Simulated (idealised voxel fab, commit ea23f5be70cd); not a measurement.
The document below concerns the process module designated voxel gate over fins.
The cross-section shown here is cut; it is 240 nm wide and divided into square cells measuring 5 nm on a side.
In this document a cross-section is written as a grid of square cells. It is given as a series of bands, listed from the top down, and a band is one or more rows of cells. Band: top height; bottom height; in nm. Then, left to right: material with width in nm, for each material. "throughout": a single material spanning edge to edge. "blank": empty space. A quick word on heights: they are counted from 0, and under that level the wafer as it came to us is one material throughout. The lowest band is different from the rest in having no bottom; it simply continues downward, written as in "0 down". With a width like "30->40", each row of cells in the band differs from the next by the same amount, the top row carrying the first number and the bottom row the second. What does "no alterations made" mean for a step? It means no cell of the cross-section changed in that step. "Sealed cavities" enumerates empty spaces isolated from the top, with no open way to it, that contain at least 8 cells, giving each as width x height at distance from the left edge, all three in nm. Formally, on a step line, whatever follows the settings is a remark that the simulator itself makes on the step. For masked steps, "overlay nm" on the step line gives how far right of plan the mask actually lay; a minus sign means it lay to the left.
### Process steps - plan
1 op RECEIVE | material Si
2 op CONFORMAL_DEP | material SiN | thk nm 5
3 op PATTERN | tone cover | mask id FINS | material resist | width nm 15 | pitch nm 55 | thk nm 20 | overlay nm 0
4 op DIRECTIONAL_ETCH | etch materials SiN | depth nm 5
5 op DIRECTIONAL_ETCH | etch materials Si | depth nm 35
6 op STRIP | etch materials resist
7 op OXIDIZE | depth nm 5
8 op FILL_DEP | material SiO2 | thk nm 15
9 op CMP | height nm 5
10 op MASKED_ETCH | tone open | mask id RAIL | width nm 15 | etch materials SiO2 | depth nm 35 | overlay nm 0
11 op CONFORMAL_DEP | material TiN | thk nm 5
12 op FILL_DEP | material Ru | thk nm 10
13 op CMP | height nm 5
14 op SELECTIVE_ETCH | etch materials W Ru TiN | depth nm 25
15 op FILL_DEP | material SiO2 | thk nm 5
16 op CMP | height nm 5
17 op SELECTIVE_ETCH | etch materials SiO2 | depth nm 15
18 op STRIP | etch materials SiN
19 op CONFORMAL_DEP | material HfO2 | thk nm 5
20 op CONFORMAL_DEP | material TiN | thk nm 5
21 op CONFORMAL_DEP | material TiAl | thk nm 5
22 op CONFORMAL_DEP | material TiN | thk nm 5
23 op FILL_DEP | material W | thk nm 10
24 op CMP | height nm 25
25 op CONFORMAL_DEP | material SiCN | thk nm 10
### First wafer of two (run as planned)
### As received (post step 1): cross-section
  0 down | Si throughout
  Sealed cavities: none
### Wafer section view after processing step 2
  5 to 0 | SiN throughout
  Beneath the level 0, the cross-section is identical to its previous state.
### Wafer section view after processing step 3
  25 to 5 | blank=85, then resist=15, then blank=40, then resist=15, then blank=85
  Beneath the level 5, the cross-section is identical to its previous state.
### Wafer section view after processing step 4
  25 to 5 | blank=85, then resist=15, then blank=40, then resist=15, then blank=85
  5 to 0 | blank=85, then SiN=15, then blank=40, then SiN=15, then blank=85
  Beneath the level 0, the cross-section is identical to its previous state.
### Wafer section view after processing step 5
  25 to 5 | blank=85, then resist=15, then blank=40, then resist=15, then blank=85
  5 to 0 | blank=85, then SiN=15, then blank=40, then SiN=15, then blank=85
  0 to -35 | blank=85, then Si=15, then blank=40, then Si=15, then blank=85
  Beneath the level -35, the cross-section is identical to its previous state.
### Wafer section view after processing step 6
  5 to 0 | blank=85, then SiN=15, then blank=40, then SiN=15, then blank=85
  Beneath the level 0, the cross-section is identical to its previous state.
### Wafer section view after processing step 7
  5 to 0 | blank=85, then SiN=15, then blank=40, then SiN=15, then blank=85
  0 to -35 | blank=85, then SiO2=5, then Si=5, then SiO2=5, then blank=40, then SiO2=5, then Si=5, then SiO2=5, then blank=85
  -35 to -40 | SiO2=90, then Si=5, then SiO2=50, then Si=5, then SiO2=90
  Beneath the level -40, the cross-section is identical to its previous state.
### Wafer section view after processing step 8
  20 to 5 | SiO2 throughout
  5 to 0 | SiO2=85, then SiN=15, then SiO2=40, then SiN=15, then SiO2=85
  0 to -40 | SiO2=90, then Si=5, then SiO2=50, then Si=5, then SiO2=90
  Beneath the level -40, the cross-section is identical to its previous state.
### Wafer section view after processing step 9
  5 to 0 | SiO2=85, then SiN=15, then SiO2=40, then SiN=15, then SiO2=85
  Beneath the level 0, the cross-section is identical to its previous state.
### Wafer section view after processing step 10
  5 to 0 | SiO2=85, then SiN=15, then SiO2=10, then blank=15, then SiO2=15, then SiN=15, then SiO2=85
  0 to -30 | SiO2=90, then Si=5, then SiO2=15, then blank=15, then SiO2=20, then Si=5, then SiO2=90
  Beneath the level -30, the cross-section is identical to its previous state.
### Wafer section view after processing step 11
  10 to 5 | TiN=115, then blank=5, then TiN=120
  5 to 0 | SiO2=85, then SiN=15, then SiO2=10, then TiN=5, then blank=5, then TiN=5, then SiO2=15, then SiN=15, then SiO2=85
  0 to -25 | SiO2=90, then Si=5, then SiO2=15, then TiN=5, then blank=5, then TiN=5, then SiO2=20, then Si=5, then SiO2=90
  -25 to -30 | SiO2=90, then Si=5, then SiO2=15, then TiN=15, then SiO2=20, then Si=5, then SiO2=90
  Beneath the level -30, the cross-section is identical to its previous state.
### Wafer section view after processing step 12
  20 to 10 | Ru throughout
  10 to 5 | TiN=115, then Ru=5, then TiN=120
  5 to 0 | SiO2=85, then SiN=15, then SiO2=10, then TiN=5, then Ru=5, then TiN=5, then SiO2=15, then SiN=15, then SiO2=85
  0 to -25 | SiO2=90, then Si=5, then SiO2=15, then TiN=5, then Ru=5, then TiN=5, then SiO2=20, then Si=5, then SiO2=90
  Beneath the level -25, the cross-section is identical to its previous state.
### Wafer section view after processing step 13
  5 to 0 | SiO2=85, then SiN=15, then SiO2=10, then TiN=5, then Ru=5, then TiN=5, then SiO2=15, then SiN=15, then SiO2=85
  Beneath the level 0, the cross-section is identical to its previous state.
### Wafer section view after processing step 14
  5 to 0 | SiO2=85, then SiN=15, then SiO2=10, then blank=15, then SiO2=15, then SiN=15, then SiO2=85
  0 to -20 | SiO2=90, then Si=5, then SiO2=15, then blank=15, then SiO2=20, then Si=5, then SiO2=90
  Beneath the level -20, the cross-section is identical to its previous state.
### Wafer section view after processing step 15
  10 to 5 | SiO2 throughout
  5 to 0 | SiO2=85, then SiN=15, then SiO2=40, then SiN=15, then SiO2=85
  0 to -20 | SiO2=90, then Si=5, then SiO2=50, then Si=5, then SiO2=90
  Beneath the level -20, the cross-section is identical to its previous state.
### Wafer section view after processing step 16
  5 to 0 | SiO2=85, then SiN=15, then SiO2=40, then SiN=15, then SiO2=85
  Beneath the level 0, the cross-section is identical to its previous state.
### Wafer section view after processing step 17
  5 to 0 | blank=85, then SiN=15, then blank=40, then SiN=15, then blank=85
  0 to -10 | blank=90, then Si=5, then blank=50, then Si=5, then blank=90
  Beneath the level -10, the cross-section is identical to its previous state.
### Wafer section view after processing step 18
  0 to -10 | blank=90, then Si=5, then blank=50, then Si=5, then blank=90
  Beneath the level -10, the cross-section is identical to its previous state.
### Wafer section view after processing step 19
  5 to 0 | blank=85, then HfO2=15, then blank=40, then HfO2=15, then blank=85
  0 to -5 | blank=85, then HfO2=5, then Si=5, then HfO2=5, then blank=40, then HfO2=5, then Si=5, then HfO2=5, then blank=85
  -5 to -10 | HfO2=90, then Si=5, then HfO2=50, then Si=5, then HfO2=90
  Beneath the level -10, the cross-section is identical to its previous state.
### Wafer section view after processing step 20
  10 to 5 | blank=80, then TiN=25, then blank=30, then TiN=25, then blank=80
  5 to 0 | blank=80, then TiN=5, then HfO2=15, then TiN=5, then blank=30, then TiN=5, then HfO2=15, then TiN=5, then blank=80
  0 to -5 | TiN=85, then HfO2=5, then Si=5, then HfO2=5, then TiN=40, then HfO2=5, then Si=5, then HfO2=5, then TiN=85
  Beneath the level -5, the cross-section is identical to its previous state.
### Wafer section view after processing step 21
  15 to 10 | blank=75, then TiAl=35, then blank=20, then TiAl=35, then blank=75
  10 to 5 | blank=75, then TiAl=5, then TiN=25, then TiAl=5, then blank=20, then TiAl=5, then TiN=25, then TiAl=5, then blank=75
  5 to 0 | TiAl=80, then TiN=5, then HfO2=15, then TiN=5, then TiAl=30, then TiN=5, then HfO2=15, then TiN=5, then TiAl=80
  Beneath the level 0, the cross-section is identical to its previous state.
### Wafer section view after processing step 22
  20 to 15 | blank=70, then TiN=45, then blank=10, then TiN=45, then blank=70
  15 to 10 | blank=70, then TiN=5, then TiAl=35, then TiN=5, then blank=10, then TiN=5, then TiAl=35, then TiN=5, then blank=70
  10 to 5 | TiN=75, then TiAl=5, then TiN=25, then TiAl=5, then TiN=20, then TiAl=5, then TiN=25, then TiAl=5, then TiN=75
  Beneath the level 5, the cross-section is identical to its previous state.
### Wafer section view after processing step 23
  30 to 20 | W throughout
  20 to 15 | W=70, then TiN=45, then W=10, then TiN=45, then W=70
  15 to 10 | W=70, then TiN=5, then TiAl=35, then TiN=5, then W=10, then TiN=5, then TiAl=35, then TiN=5, then W=70
  Beneath the level 10, the cross-section is identical to its previous state.
### Wafer section view after processing step 24
  25 to 20 | W throughout
  Beneath the level 20, the cross-section is identical to its previous state.
### Wafer section view after processing step 25
  35 to 25 | SiCN throughout
  Beneath the level 25, the cross-section is identical to its previous state.
### The second wafer was prepared from the same starting point and under the same plan as the first; its processing contained one mistake, and it remains indistinguishable from the first wafer up to and including step 19
Planned end of step 20: second wafer, cross-section: no alterations made
### Planned end of step 21: second wafer, cross-section
  10 to 5 | blank=80, then TiAl=25, then blank=30, then TiAl=25, then blank=80
  5 to 0 | blank=80, then TiAl=5, then HfO2=15, then TiAl=5, then blank=30, then TiAl=5, then HfO2=15, then TiAl=5, then blank=80
  0 to -5 | TiAl=85, then HfO2=5, then Si=5, then HfO2=5, then TiAl=40, then HfO2=5, then Si=5, then HfO2=5, then TiAl=85
  Beneath the level -5, the cross-section is identical to its previous state.
### Planned end of step 22: second wafer, cross-section
  15 to 10 | blank=75, then TiN=35, then blank=20, then TiN=35, then blank=75
  10 to 5 | blank=75, then TiN=5, then TiAl=25, then TiN=5, then blank=20, then TiN=5, then TiAl=25, then TiN=5, then blank=75
  5 to 0 | TiN=80, then TiAl=5, then HfO2=15, then TiAl=5, then TiN=30, then TiAl=5, then HfO2=15, then TiAl=5, then TiN=80
  Beneath the level 0, the cross-section is identical to its previous state.
### Planned end of step 23: second wafer, cross-section
  25 to 15 | W throughout
  15 to 10 | W=75, then TiN=35, then W=20, then TiN=35, then W=75
  10 to 5 | W=75, then TiN=5, then TiAl=25, then TiN=5, then W=20, then TiN=5, then TiAl=25, then TiN=5, then W=75
  Beneath the level 5, the cross-section is identical to its previous state.
Planned end of step 24: second wafer, cross-section: no alterations made
### Planned end of step 25: second wafer, cross-section
  35 to 25 | SiCN throughout
  Beneath the level 25, the cross-section is identical to its previous state.
Misprocessing identified: plan step 20 was not performed, having been skipped
Heads up, by the end the second wafer has more or fewer cells of some materials compared to the first: TiN -56; W +56
